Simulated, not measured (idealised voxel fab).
Name of the process module below: voxel self aligned vias
Cross-sectional view cut (width: 170 nm; square cell size: 5 nm).
In this document a cross-section is written as a grid of square cells. It is given as a series of bands, listed from the top down, and a band is one or more rows of cells.
Band: top and bottom heights (nm) first, top before bottom; then materials from left to right, widths in nm. "all across" marks a sole material filling the band edge to edge. "blank" denotes empty space.
Below 0: as-received wafer, all one material; heights counted from there. Lowest band: no bottom, goes on down, written "0..down".
Per-row width for "30..40": begins at first number (top row of band), ends at second number (bottom row), increment between rows held constant.
Key: "nothing changed" - step with no changed cell in the cross-section.
Closed-off voids of 8+ cells (no open route to the top) go in "Sealed voids", written width x height at distance from the left edge, in nm.
Post-settings text on a step line: simulator's own remark regarding the step.
Steps that use a mask can have "overlay nm" on their line. It says how far the mask sat to the right of where it was meant to be. Negative means to the left.

Here's what the planned process steps look like
1) RECEIVE (material Si)
2) CONFORMAL_DEP (material SiO2; thk nm 10)
3) CONFORMAL_DEP (material SiCN; thk nm 5)
4) DIRECTIONAL_DEP (material lowk; thk nm 20)
5) MASKED_ETCH (tone open; mask id LINES; width nm 20; pitch nm 80; etch materials lowk; depth nm 20; overlay nm 0)
6) CONFORMAL_DEP (material TiN; thk nm 5)
7) FILL_DEP (material Ru; thk nm 10)
8) CMP (height nm 35)
9) SELECTIVE_ETCH (etch materials W Ru TiN; depth nm 5)
10) FILL_DEP (material SiN; thk nm 5)
11) CMP (height nm 35)
12) DIRECTIONAL_DEP (material lowk; thk nm 20)
13) DIRECTIONAL_DEP (material aC; thk nm 10)
14) PATTERN (tone open; mask id VIAS; material resist; width nm 50; thk nm 30; overlay nm 0)
15) DIRECTIONAL_ETCH (etch materials aC; depth nm 10)
16) STRIP (etch materials resist)
17) DIRECTIONAL_ETCH (etch materials lowk; depth nm 20)
18) DIRECTIONAL_ETCH (etch materials SiN; depth nm 5)
19) STRIP (etch materials aC)
20) CONFORMAL_DEP (material TiN; thk nm 5)
21) FILL_DEP (material Ru; thk nm 10)
22) CMP (height nm 55)
23) CONFORMAL_DEP (material SiCN; thk nm 5)
Quick note for whoever runs this: the wafers start identical, but the width nm at step 5 isn't the same across them. The plan just shows what the first wafer had.

Cross-sectional view of the first of several wafers in the as-received condition, corresponding to the state following step 1
	0..down: Si all across
	Sealed voids: none

Tabulated below, wafer by wafer, are the end-of-module results: for each material, the number of cells gained (+) or lost (-) relative to the as-received state, followed by the closed voids
width nm 20 | +34 Ru | +68 SiCN | +4 SiN | +68 SiO2 | +34 TiN | +200 lowk | Sealed voids: none
width nm 25 | +39 Ru | +68 SiCN | +5 SiN | +68 SiO2 | +36 TiN | +192 lowk | Sealed voids: none
width nm 30 | +44 Ru | +68 SiCN | +6 SiN | +68 SiO2 | +38 TiN | +184 lowk | Sealed voids: none
width nm 35 | +49 Ru | +68 SiCN | +7 SiN | +68 SiO2 | +40 TiN | +176 lowk | Sealed voids: none
width nm 40 | +54 Ru | +68 SiCN | +8 SiN | +68 SiO2 | +42 TiN | +168 lowk | Sealed voids: none
width nm 45 | +59 Ru | +68 SiCN | +9 SiN | +68 SiO2 | +44 TiN | +160 lowk | Sealed voids: none
